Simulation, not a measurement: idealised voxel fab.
voxel self aligned vias: a process module
In the cross-section labelled cut, the width is 245 nm and each square cell is 5 nm.
Cross-sections here: square-cell grids, written as top-down lists of bands, a band being one or more rows of cells.
Per band: top height and bottom height in nm, followed by the left-to-right materials and their widths in nm; "all across" marks a single material spanning edge to edge, "empty" marks empty space.
Heads up on the height convention: 0 is the point under which the incoming wafer is all one material, and the lowest band has no bottom, it just keeps going down, like "0 down".
The expression "30 to 40" gives the width at the extremes of the band, the first number at its top row of cells and the second at its bottom row, with the width changing by equal amounts from each row to the next in between.
"no modifications" means the step left every cell of the cross-section as it was.
Heads up: "Enclosed void inventory" only lists the empty pockets with no open path to the top that are 8 cells or more, and it writes them as width x height at distance, distance from the left edge, in nm.
Formally, on a step line, whatever follows the settings is a remark that the simulator itself makes on the step.
"overlay nm" answers the question of how far to the right of plan the mask lay on a step that has a mask, and when it is negative the answer is to the left.
**These are the steps we planned for the process**
1 RECEIVE, material Si
2 CONFORMAL_DEP, material SiO2, thk nm 10
3 CONFORMAL_DEP, material SiCN, thk nm 5
4 DIRECTIONAL_DEP, material lowk, thk nm 25
5 MASKED_ETCH, tone open, mask id LINES, width nm 25, pitch nm 75, etch materials lowk, depth nm 25, overlay nm 0
6 CONFORMAL_DEP, material TiN, thk nm 5
7 FILL_DEP, material Ru, thk nm 10
8 CMP, height nm 40
9 SELECTIVE_ETCH, etch materials W Ru TiN, depth nm 5
10 FILL_DEP, material SiN, thk nm 5
11 CMP, height nm 40
12 DIRECTIONAL_DEP, material lowk, thk nm 15
13 DIRECTIONAL_DEP, material aC, thk nm 10
14 PATTERN, tone open, mask id VIAS, material resist, width nm 45, thk nm 25, overlay nm 0
15 DIRECTIONAL_ETCH, etch materials aC, depth nm 10
16 STRIP, etch materials resist
17 DIRECTIONAL_ETCH, etch materials lowk, depth nm 15
18 DIRECTIONAL_ETCH, etch materials SiN, depth nm 5
19 STRIP, etch materials aC
20 CONFORMAL_DEP, material TiN, thk nm 5
21 FILL_DEP, material Ru, thk nm 10
22 CMP, height nm 55
23 CONFORMAL_DEP, material SiCN, thk nm 5
**Incoming wafer, cross-sectional view, post step 1**
0 down: Si all across
Enclosed void inventory: none
**Module complete - cross-section of the first of two wafers, run according to plan**
60 to 55: SiCN all across
55 to 45: 60 lowk  5 TiN  35 Ru  5 TiN  140 lowk
45 to 40: 60 lowk  15 TiN  15 Ru  15 TiN  140 lowk
40 to 35: 70 lowk  25 TiN  50 lowk  25 SiN  75 lowk
35 to 20: 70 lowk  5 TiN  15 Ru  5 TiN  50 lowk  5 TiN  15 Ru  5 TiN  75 lowk
20 to 15: 70 lowk  25 TiN  50 lowk  25 TiN  75 lowk
15 to 10: SiCN all across
10 to 0: SiO2 all across
0 down: Si all across
Enclosed void inventory: none
**Second wafer cross-section at end of module - shared start and plan with the first, one mistake in the run**
60 to 55: SiCN all across
55 to 40: 60 lowk  5 TiN  35 Ru  5 TiN  140 lowk
40 to 35: 60 lowk  45 TiN  40 lowk  25 SiN  75 lowk
35 to 25: 60 lowk  15 TiN  15 Ru  15 TiN  40 lowk  5 TiN  15 Ru  5 TiN  75 lowk
25 to 20: 70 lowk  5 TiN  15 Ru  5 TiN  50 lowk  5 TiN  15 Ru  5 TiN  75 lowk
20 to 15: 70 lowk  25 TiN  50 lowk  25 TiN  75 lowk
15 to 10: SiCN all across
10 to 0: SiO2 all across
0 down: Si all across
Enclosed void inventory: none
Heads up, the wafer didn't run the way we planned it: step 17 of the plan was executed twice over
At the finish, the second wafer shows more or fewer cells for some materials than the first does: Ru: 4 more, TiN: 8 more, lowk: 12 fewer
